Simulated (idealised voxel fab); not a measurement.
A process module follows: voxel wiring stack.
FYI the section here is cut, 195 nm wide, cells are 5 nm squares.
Notation: cross-section as square-cell grid; stated in bands, top first, going down; one or more cell rows per band.
Top, bottom (nm), then materials left to right with widths (nm); lone material tagged "all across" fills the whole band edge to edge; "air" = empty space.
It should be noted that heights are counted from 0, beneath which the wafer as supplied is of one material throughout, and that the lowest band possesses no lower boundary but continues downward, as written in "0..down".
Note: "30->40" means the width goes from the first number (top row of the band) to the second number (bottom row) in equal steps per row of cells.
No cell of the cross-section changed in a step that is given as "nothing got changed".
Look at "Sealed cavities" for the closed voids: empty spaces with no open path to the top, sized 8 cells or up. Each is width x height at distance, distance from the left edge, all nm.
Formally, on a step line, whatever follows the settings is a remark that the simulator itself makes on the step.
Each step line may optionally specify "overlay nm", which for a step with a mask gives the rightward distance between the mask's planned place and where it lay, a negative value indicating the leftward direction.

Process steps - plan:
1: RECEIVE (material Si)
2: CONFORMAL_DEP (material SiO2; thk nm 15)
3: CONFORMAL_DEP (material SiN; thk nm 5)
4: DIRECTIONAL_DEP (material SiO2; thk nm 25)
5: DIRECTIONAL_DEP (material aC; thk nm 10)
6: PATTERN (tone open; mask id METAL_1; material resist; width nm 25; pitch nm 45; thk nm 25; overlay nm 0)
7: DIRECTIONAL_ETCH (etch materials aC; depth nm 10)
8: STRIP (etch materials resist)
9: DIRECTIONAL_ETCH (etch materials SiO2; depth nm 25)
10: DIRECTIONAL_ETCH (etch materials SiN; depth nm 5)
11: STRIP (etch materials aC)
12: CONFORMAL_DEP (material TiN; thk nm 5)
13: FILL_DEP (material Ru; thk nm 5)
14: CMP (height nm 45)
15: EPI (material Ru; thk nm 5)
16: FILL_DEP (material SiCN; thk nm 5)
17: DIRECTIONAL_DEP (material SiO2; thk nm 30)
18: DIRECTIONAL_DEP (material aC; thk nm 15)
19: PATTERN (tone open; mask id METAL_2; material resist; width nm 25; pitch nm 45; thk nm 30; overlay nm 0)
20: DIRECTIONAL_ETCH (etch materials aC; depth nm 15)
21: STRIP (etch materials resist)
22: DIRECTIONAL_ETCH (etch materials SiO2; depth nm 15)
23: STRIP (etch materials aC)
24: DIRECTIONAL_DEP (material aC; thk nm 10)
25: PATTERN (tone open; mask id METAL_2_HOLES; material resist; width nm 15; pitch nm 90; thk nm 30; overlay nm 0)
26: DIRECTIONAL_ETCH (etch materials aC; depth nm 10)
27: STRIP (etch materials resist)
28: DIRECTIONAL_ETCH (etch materials SiO2; depth nm 15)
29: DIRECTIONAL_ETCH (etch materials SiCN; depth nm 5)
30: STRIP (etch materials aC)
31: CONFORMAL_DEP (material TiN; thk nm 5)
32: FILL_DEP (material Cu; thk nm 5)
33: CMP (height nm 85)
34: CONFORMAL_DEP (material SiCN; thk nm 5)
35: DIRECTIONAL_DEP (material lowk; thk nm 10)
36: DIRECTIONAL_DEP (material aC; thk nm 15)
37: PATTERN (tone open; mask id PLUG_2; material resist; width nm 15; pitch nm 45; thk nm 30; overlay nm 0)
38: DIRECTIONAL_ETCH (etch materials aC; depth nm 15)
39: STRIP (etch materials resist)
40: DIRECTIONAL_ETCH (etch materials lowk; depth nm 10)
41: DIRECTIONAL_ETCH (etch materials SiCN; depth nm 5)
42: STRIP (etch materials aC)
43: CONFORMAL_DEP (material TiN; thk nm 5)
44: FILL_DEP (material Ru; thk nm 10)
45: CMP (height nm 100)
46: DIRECTIONAL_DEP (material TiN; thk nm 5)
47: DIRECTIONAL_DEP (material W; thk nm 15)
48: MASKED_ETCH (tone cover; mask id METAL_3; width nm 25; pitch nm 45; etch materials W; depth nm 15; overlay nm 0)
49: MASKED_ETCH (tone cover; mask id METAL_3; width nm 25; pitch nm 45; etch materials TiN; depth nm 5; overlay nm 0)
50: CONFORMAL_DEP (material SiN; thk nm 5)
51: FILL_DEP (material lowk; thk nm 5)
52: CMP (height nm 120)
53: CONFORMAL_DEP (material SiN; thk nm 5)

Received-state cross-section, reflecting completion of step 1:
0..down = Si all across
Sealed cavities: none

Sectioned view, first of two wafers, at the close of the module, processed as intended in the plan:
125..120 = SiN all across
120..105 = lowk=35; SiN=5; W=25; SiN=5; lowk=10; SiN=5; W=25; SiN=5; lowk=10; SiN=5; W=25; SiN=5; lowk=35
105..100 = SiN=40; TiN=25; SiN=20; TiN=25; SiN=20; TiN=25; SiN=40
100..90 = lowk=40; TiN=5; Ru=5; TiN=5; lowk=30; TiN=5; Ru=5; TiN=5; lowk=30; TiN=5; Ru=5; TiN=5; lowk=50
90..85 = SiCN=40; TiN=15; SiCN=30; TiN=15; SiCN=30; TiN=15; SiCN=50
85..75 = SiO2=40; TiN=5; Cu=15; TiN=5; SiO2=20; TiN=5; Cu=15; TiN=5; SiO2=20; TiN=5; Cu=15; TiN=5; SiO2=40
75..70 = SiO2=40; TiN=5; Cu=5; TiN=15; SiO2=20; TiN=25; SiO2=20; TiN=5; Cu=5; TiN=15; SiO2=40
70..55 = SiO2=40; TiN=5; Cu=5; TiN=5; SiO2=75; TiN=5; Cu=5; TiN=5; SiO2=50
55..50 = SiCN=40; TiN=15; SiCN=75; TiN=15; SiCN=50
50..45 = SiCN=35; Ru=35; SiCN=10; Ru=35; SiCN=10; Ru=35; SiCN=35
45..20 = SiO2=40; TiN=5; Ru=15; TiN=5; SiO2=20; TiN=5; Ru=15; TiN=5; SiO2=20; TiN=5; Ru=15; TiN=5; SiO2=40
20..15 = SiN=40; TiN=25; SiN=20; TiN=25; SiN=20; TiN=25; SiN=40
15..0 = SiO2 all across
0..down = Si all across
Sealed cavities: none

Presented here is a cross-section of the second of the two wafers as it stood at the end of the module. It was started in the same manner and assigned the same plan as the first wafer; however, one mistake was made in its execution:
125..120 = SiN all across
120..115 = SiN=40; TiN=25; SiN=20; TiN=25; SiN=20; TiN=25; SiN=40
115..105 = Ru all across
105..100 = TiN=45; Ru=5; TiN=40; Ru=5; TiN=40; Ru=5; TiN=55
100..90 = lowk=40; TiN=5; Ru=5; TiN=5; lowk=30; TiN=5; Ru=5; TiN=5; lowk=30; TiN=5; Ru=5; TiN=5; lowk=50
90..85 = SiCN=40; TiN=15; SiCN=30; TiN=15; SiCN=30; TiN=15; SiCN=50
85..75 = SiO2=40; TiN=5; Cu=15; TiN=5; SiO2=20; TiN=5; Cu=15; TiN=5; SiO2=20; TiN=5; Cu=15; TiN=5; SiO2=40
75..70 = SiO2=40; TiN=5; Cu=5; TiN=15; SiO2=20; TiN=25; SiO2=20; TiN=5; Cu=5; TiN=15; SiO2=40
70..55 = SiO2=40; TiN=5; Cu=5; TiN=5; SiO2=75; TiN=5; Cu=5; TiN=5; SiO2=50
55..50 = SiCN=40; TiN=15; SiCN=75; TiN=15; SiCN=50
50..45 = SiCN=35; Ru=35; SiCN=10; Ru=35; SiCN=10; Ru=35; SiCN=35
45..20 = SiO2=40; TiN=5; Ru=15; TiN=5; SiO2=20; TiN=5; Ru=15; TiN=5; SiO2=20; TiN=5; Ru=15; TiN=5; SiO2=40
20..15 = SiN=40; TiN=25; SiN=20; TiN=25; SiN=20; TiN=25; SiN=40
15..0 = SiO2 all across
0..down = Si all across
Sealed cavities: none
Finding, execution versus plan: the plan's step 45 was left out and never carried out
Upon completion, the second wafer contains, in terms of cells, a greater or smaller amount of certain materials than the first wafer: 81 more of Ru; 18 fewer of SiN; 36 more of TiN; 45 fewer of W; 54 fewer of lowk
